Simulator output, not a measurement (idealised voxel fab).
process module | voxel tone inversion
cross-section cut | 165 nm wide | cells 5 nm
A cross-section is a grid of square cells, given in bands from the top down. A band is one or more rows of cells.
Each band's line starts with the height of the band's top and of its bottom, in nm. Then come its materials from left to right, each with its width in nm. One material with "throughout" fills the band from edge to edge. "air" is empty space.
Height 0 is the level under which the wafer as received is all one material. The lowest band goes on downwards, as in "0 down".
A width such as "30 to 40" changes by the same amount from each row of cells to the next, from the band's top row to its bottom row.
"no change" after a step means that no cell of the cross-section changed.
closed voids: empty space of 8 cells or more with no open way to the top, each as width x height at its distance from the left edge, in nm
after a step's settings: what the simulator itself notes on the step
overlay nm, on a step with a mask: how far to the right of its planned place the mask lay; to the left if negative
plan
1 op RECEIVE | material Si
2 op CONFORMAL_DEP | material SiN | thk nm 5
3 op DIRECTIONAL_DEP | material polySi | thk nm 20
4 op PATTERN | tone cover | mask id POSTS | material resist | width nm 20 | pitch nm 35 | thk nm 25 | overlay nm 0
5 op DIRECTIONAL_ETCH | etch materials polySi | depth nm 20
6 op STRIP | etch materials resist
7 op FILL_DEP | material lowk | thk nm 10
8 op CMP | height nm 25
9 op STRIP | etch materials polySi
as received, after step 1
  0 down: Si throughout
  closed voids: none
a wafer at the end: this start, this plan, one mistake
  25 to 20: lowk throughout
  20 to 0: lowk 20 | polySi 20 | lowk 15 | polySi 20 | lowk 15 | polySi 20 | lowk 15 | polySi 20 | lowk 20
  0 down: Si throughout
  closed voids: none
what went wrong: step 2 was left out
